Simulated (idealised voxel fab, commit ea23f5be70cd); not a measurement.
The name of this process module is voxel capacitor over wiring.
150 nm wide, 5 nm square cells: that's cross-section cut.
A cross-section is a grid of square cells, given in bands from the top down. A band is one or more rows of cells.
This entry defines a band. It first specifies the height of the band's top and the height of its bottom in nm, and then specifies the band's materials from left to right, stating each material with its width in nm. The word "all across" identifies a single material that fills the band from edge to edge, while the word "blank" identifies empty space.
Height 0 is the level under which the wafer as received is all one material. The lowest band goes on downwards, as in "from 0 down".
Top row gets the first number, bottom row gets the second, and each row in between changes by the same step: that is how a band width like "30->40" works.
Given "nothing altered" for a step, no cell of the cross-section differs between before and after that step.
"Enclosed void catalog" specifies each empty space that is not open to the top and that occupies no fewer than 8 cells, using the form width x height at distance, the distance measured from the left edge and all three quantities in nm.
Anything after a step's settings on that line? It's the simulator's own note about the step.
On any step carrying a mask, the "overlay nm" setting, if present on the step's line, tells how far right of its planned place the mask lay; negative values point to the left.

## These are the steps we planned for the process
1: RECEIVE | material Si
2: CONFORMAL_DEP | material SiO2 | thk nm 15
3: CONFORMAL_DEP | material SiN | thk nm 5
4: DIRECTIONAL_DEP | material lowk | thk nm 25
5: PATTERN | tone open | mask id METAL_1 | material resist | width nm 25 | pitch nm 95 | thk nm 20 | overlay nm 0
6: DIRECTIONAL_ETCH | etch materials lowk | depth nm 25
7: DIRECTIONAL_ETCH | etch materials SiN | depth nm 5
8: STRIP | etch materials resist
9: CONFORMAL_DEP | material TiN | thk nm 5
10: FILL_DEP | material Cu | thk nm 10
11: CMP | height nm 45
12: CONFORMAL_DEP | material SiCN | thk nm 5
13: DIRECTIONAL_DEP | material lowk | thk nm 20
14: DIRECTIONAL_DEP | material aC | thk nm 15
15: PATTERN | tone open | mask id PLUG_1 | material resist | width nm 15 | thk nm 35 | overlay nm 0
16: DIRECTIONAL_ETCH | etch materials aC | depth nm 15
17: STRIP | etch materials resist
18: DIRECTIONAL_ETCH | etch materials lowk | depth nm 20
19: DIRECTIONAL_ETCH | etch materials SiCN | depth nm 5
20: STRIP | etch materials aC
21: CONFORMAL_DEP | material TiN | thk nm 5
22: FILL_DEP | material Ru | thk nm 10
23: CMP | height nm 70
24: DIRECTIONAL_DEP | material TiN | thk nm 5
25: DIRECTIONAL_DEP | material Al2O3 | thk nm 5
26: DIRECTIONAL_DEP | material TiN | thk nm 10
27: DIRECTIONAL_DEP | material aC | thk nm 10
28: PATTERN | tone cover | mask id UPPER_PLATE | material resist | width nm 75 | thk nm 30 | overlay nm 0
29: DIRECTIONAL_ETCH | etch materials aC | depth nm 10
30: STRIP | etch materials resist
31: DIRECTIONAL_ETCH | etch materials TiN | depth nm 10
32: DIRECTIONAL_ETCH | etch materials Al2O3 | depth nm 5
33: STRIP | etch materials aC
34: MASKED_ETCH | tone cover | mask id LOWER_PLATE | width nm 85 | etch materials TiN | depth nm 5 | overlay nm 0
35: FILL_DEP | material SiO2 | thk nm 20
36: CMP | height nm 105
37: DIRECTIONAL_DEP | material aC | thk nm 15
38: PATTERN | tone open | mask id PLUG_2 | material resist | width nm 15 | thk nm 30 | overlay nm 0
39: DIRECTIONAL_ETCH | etch materials aC | depth nm 15
40: STRIP | etch materials resist
41: DIRECTIONAL_ETCH | etch materials SiO2 | depth nm 15
42: STRIP | etch materials aC
43: CONFORMAL_DEP | material TiN | thk nm 5
44: FILL_DEP | material Cu | thk nm 10
45: CMP | height nm 105
46: CONFORMAL_DEP | material SiN | thk nm 5

## Received-state cross-section, reflecting completion of step 1
from 0 down = Si all across
Enclosed void catalog: none

## First of two wafers at the end of the module, shown in cross-section; run carried out as planned
from 110 to 105 = SiN all across
from 105 to 95 = SiO2 35 | TiN 5 | Cu 5 | TiN 5 | SiO2 100
from 95 to 90 = SiO2 35 | TiN 15 | SiO2 100
from 90 to 80 = SiO2 25 | TiN 75 | SiO2 50
from 80 to 75 = SiO2 25 | Al2O3 75 | SiO2 50
from 75 to 70 = SiO2 20 | TiN 85 | SiO2 45
from 70 to 50 = lowk 25 | TiN 5 | Ru 5 | TiN 5 | lowk 110
from 50 to 45 = SiCN 25 | TiN 15 | SiCN 110
from 45 to 20 = lowk 15 | TiN 5 | Cu 15 | TiN 5 | lowk 70 | TiN 5 | Cu 15 | TiN 5 | lowk 15
from 20 to 15 = SiN 15 | TiN 25 | SiN 70 | TiN 25 | SiN 15
from 15 to 0 = SiO2 all across
from 0 down = Si all across
Enclosed void catalog: none

## Cross-section at end of module for the second wafer of two, which matched the first in starting point and plan and differed by one mistake in its processing
from 110 to 105 = SiN all across
from 105 to 95 = SiO2 35 | TiN 5 | Cu 5 | TiN 5 | SiO2 100
from 95 to 90 = SiO2 35 | TiN 15 | SiO2 100
from 90 to 80 = SiO2 25 | TiN 75 | SiO2 50
from 80 to 75 = SiO2 25 | Al2O3 75 | SiO2 50
from 75 to 70 = SiO2 20 | TiN 85 | SiO2 45
from 70 to 50 = Ru 20 | TiN 5 | lowk 15 | TiN 5 | Ru 105
from 50 to 45 = TiN 25 | SiCN 15 | TiN 110
from 45 to 20 = lowk 15 | TiN 5 | Cu 15 | TiN 5 | lowk 70 | TiN 5 | Cu 15 | TiN 5 | lowk 15
from 20 to 15 = SiN 15 | TiN 25 | SiN 70 | TiN 25 | SiN 15
from 15 to 0 = SiO2 all across
from 0 down = Si all across
Enclosed void catalog: none
Finding, execution versus plan: planned and actual differ for step 15; actual: PATTERN | tone cover | mask id PLUG_1 | material resist | width nm 15 | thk nm 35 | overlay nm 0
Counted in cells at the end, the second wafer holds more or fewer of these materials than the first: Ru: 96 more; SiCN: 24 fewer; TiN: 24 more; lowk: 96 fewer
